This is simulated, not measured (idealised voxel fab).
process module | voxel transistor to metal
cross-section cut | 280 nm wide | cells 5 nm
A cross-section is a grid of square cells, given in bands from the top down. A band is one or more rows of cells.
Each band's line starts with the height of the band's top and of its bottom, in nm. Then come its materials from left to right, each with its width in nm. One material with "throughout" fills the band from edge to edge. "air" is empty space.
Height 0 is the level under which the wafer as received is all one material. The lowest band goes on downwards, as in "0 down".
A width such as "30 to 40" changes by the same amount from each row of cells to the next, from the band's top row to its bottom row.
"no change" after a step means that no cell of the cross-section changed.
closed voids: empty space of 8 cells or more with no open way to the top, each as width x height at its distance from the left edge, in nm
after a step's settings: what the simulator itself notes on the step
overlay nm, on a step with a mask: how far to the right of its planned place the mask lay; to the left if negative
plan
1 op RECEIVE | material Si
2 op CONFORMAL_DEP | material SiO2 | thk nm 5
3 op CONFORMAL_DEP | material SiN | thk nm 15
4 op DIRECTIONAL_DEP | material aC | thk nm 10
5 op PATTERN | tone cover | mask id ACTIVE | material resist | width nm 105 | pitch nm 125 | thk nm 25 | overlay nm 0
6 op DIRECTIONAL_ETCH | etch materials aC | depth nm 10
7 op STRIP | etch materials resist
8 op DIRECTIONAL_ETCH | etch materials SiN | depth nm 15
9 op DIRECTIONAL_ETCH | etch materials SiO2 | depth nm 5
10 op DIRECTIONAL_ETCH | etch materials Si | depth nm 30
11 op STRIP | etch materials aC
12 op FILL_DEP | material SiO2 | thk nm 5
13 op CMP | height nm 20
14 op SELECTIVE_ETCH | etch materials SiO2 | depth nm 15
15 op STRIP | etch materials SiN
16 op SELECTIVE_ETCH | etch materials SiO2 | depth nm 5
17 op OXIDIZE | depth nm 5
18 op DIRECTIONAL_DEP | material polySi | thk nm 30
19 op DIRECTIONAL_DEP | material SiCN | thk nm 15
20 op PATTERN | tone cover | mask id GATE | material resist | width nm 25 | pitch nm 125 | thk nm 15 | overlay nm 0
21 op DIRECTIONAL_ETCH | etch materials SiCN | depth nm 25
22 op DIRECTIONAL_ETCH | etch materials polySi | depth nm 40
23 op STRIP | etch materials resist
24 op CONFORMAL_DEP | material SiO2 | thk nm 5
25 op DIRECTIONAL_ETCH | etch materials SiO2 | depth nm 5
26 op CONFORMAL_DEP | material SiN | thk nm 10
27 op DIRECTIONAL_ETCH | etch materials SiN | depth nm 10
28 op DIRECTIONAL_ETCH | etch materials SiO2 | depth nm 5
29 op DIRECTIONAL_ETCH | etch materials Si | depth nm 15
30 op EPI | material SiGe | thk nm 20
31 op FILL_DEP | material SiO2 | thk nm 10
32 op CMP | height nm 45
33 op DIRECTIONAL_DEP | material SiO2 | thk nm 10
34 op DIRECTIONAL_DEP | material aC | thk nm 10
35 op PATTERN | tone open | mask id CONTACT | material resist | width nm 30 | thk nm 25 | overlay nm 0
36 op DIRECTIONAL_ETCH | etch materials aC | depth nm 5
37 op STRIP | etch materials resist
38 op DIRECTIONAL_ETCH | etch materials SiO2 | depth nm 40
39 op STRIP | etch materials aC
40 op CONFORMAL_DEP | material TiN | thk nm 5
41 op FILL_DEP | material W | thk nm 10
42 op CMP | height nm 55
43 op DIRECTIONAL_DEP | material TiN | thk nm 5
44 op DIRECTIONAL_DEP | material Ru | thk nm 20
45 op DIRECTIONAL_DEP | material aC | thk nm 10
46 op PATTERN | tone cover | mask id METAL_1 | material resist | width nm 20 | thk nm 25 | overlay nm 0
47 op DIRECTIONAL_ETCH | etch materials aC | depth nm 10
48 op STRIP | etch materials resist
49 op DIRECTIONAL_ETCH | etch materials Ru | depth nm 20
50 op DIRECTIONAL_ETCH | etch materials TiN | depth nm 5
51 op STRIP | etch materials aC
52 op FILL_DEP | material SiO2 | thk nm 5
53 op CMP | height nm 80
54 op CONFORMAL_DEP | material SiN | thk nm 5
varied across the wafers: depth nm of step 36. The plan shows the first wafer's value. All wafers start alike
first wafer as received, after step 1
  0 down: Si throughout
  closed voids: none
each wafer at the end: cells of each material gained (+) or lost (-) since it was received, then its closed voids
depth nm 5 | +64 Ru | -186 Si | +30 SiCN | +132 SiGe | +128 SiN | +708 SiO2 | +16 TiN | +60 polySi | closed voids: none
depth nm 10 | +64 Ru | -186 Si | +30 SiCN | +132 SiGe | +128 SiN | +564 SiO2 | +96 TiN | +64 W | +60 polySi | closed voids: none
depth nm 15 | +64 Ru | -186 Si | +30 SiCN | +132 SiGe | +128 SiN | +564 SiO2 | +96 TiN | +64 W | +60 polySi | closed voids: none
depth nm 20 | +64 Ru | -186 Si | +30 SiCN | +132 SiGe | +128 SiN | +564 SiO2 | +96 TiN | +64 W | +60 polySi | closed voids: none
depth nm 25 | +64 Ru | -186 Si | +30 SiCN | +132 SiGe | +128 SiN | +564 SiO2 | +96 TiN | +64 W | +60 polySi | closed voids: none
